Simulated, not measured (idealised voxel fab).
process module | voxel ribs on slabs
cross-section cut | 245 nm wide | cells 5 nm
A cross-section is a grid of square cells, given in bands from the top down. A band is one or more rows of cells.
Each band's line starts with the height of the band's top and of its bottom, in nm. Then come its materials from left to right, each with its width in nm. One material with "throughout" fills the band from edge to edge. "air" is empty space.
Height 0 is the level under which the wafer as received is all one material. The lowest band goes on downwards, as in "0 down".
A width such as "30 to 40" changes by the same amount from each row of cells to the next, from the band's top row to its bottom row.
"no change" after a step means that no cell of the cross-section changed.
closed voids: empty space of 8 cells or more with no open way to the top, each as width x height at its distance from the left edge, in nm
after a step's settings: what the simulator itself notes on the step
overlay nm, on a step with a mask: how far to the right of its planned place the mask lay; to the left if negative
plan
1 op RECEIVE | material Si
2 op DIRECTIONAL_DEP | material SiO2 | thk nm 20
3 op DIRECTIONAL_DEP | material SiN | thk nm 20
4 op MASKED_ETCH | tone cover | mask id RIB | width nm 15 | etch materials SiN | depth nm 10 | overlay nm 0
5 op MASKED_ETCH | tone cover | mask id SLAB | width nm 45 | etch materials SiN | depth nm 10 | overlay nm 0
6 op FILL_DEP | material SiO2 | thk nm 25
7 op CMP | height nm 55
8 op DIRECTIONAL_DEP | material W | thk nm 10
9 op DIRECTIONAL_DEP | material aC | thk nm 15
10 op PATTERN | tone cover | mask id HEATER | material resist | width nm 25 | thk nm 30 | overlay nm 0
11 op DIRECTIONAL_ETCH | etch materials aC | depth nm 15
12 op STRIP | etch materials resist
13 op DIRECTIONAL_ETCH | etch materials W | depth nm 10
14 op STRIP | etch materials aC
15 op CONFORMAL_DEP | material SiO2 | thk nm 5
as received, after step 1
  0 down: Si throughout
  closed voids: none
first wafer at the end, as planned
  70 to 65: air 105 | SiO2 35 | air 105
  65 to 60: air 105 | SiO2 5 | W 25 | SiO2 5 | air 105
  60 to 55: SiO2 110 | W 25 | SiO2 110
  55 to 40: SiO2 throughout
  40 to 30: SiO2 115 | SiN 15 | SiO2 115
  30 to 20: SiO2 100 | SiN 45 | SiO2 100
  20 to 0: SiO2 throughout
  0 down: Si throughout
  closed voids: none
second wafer at the end: like start, like plan, one mistake
  85 to 65: SiO2 throughout
  65 to 55: W throughout
  55 to 40: SiO2 throughout
  40 to 30: SiO2 115 | SiN 15 | SiO2 115
  30 to 20: SiO2 100 | SiN 45 | SiO2 100
  20 to 0: SiO2 throughout
  0 down: Si throughout
  closed voids: none
what went wrong: step 9 ran as: op DIRECTIONAL_DEP | material SiO2 | thk nm 15
at the end the second wafer has, in cells: 143 more of SiO2 | 88 more of W
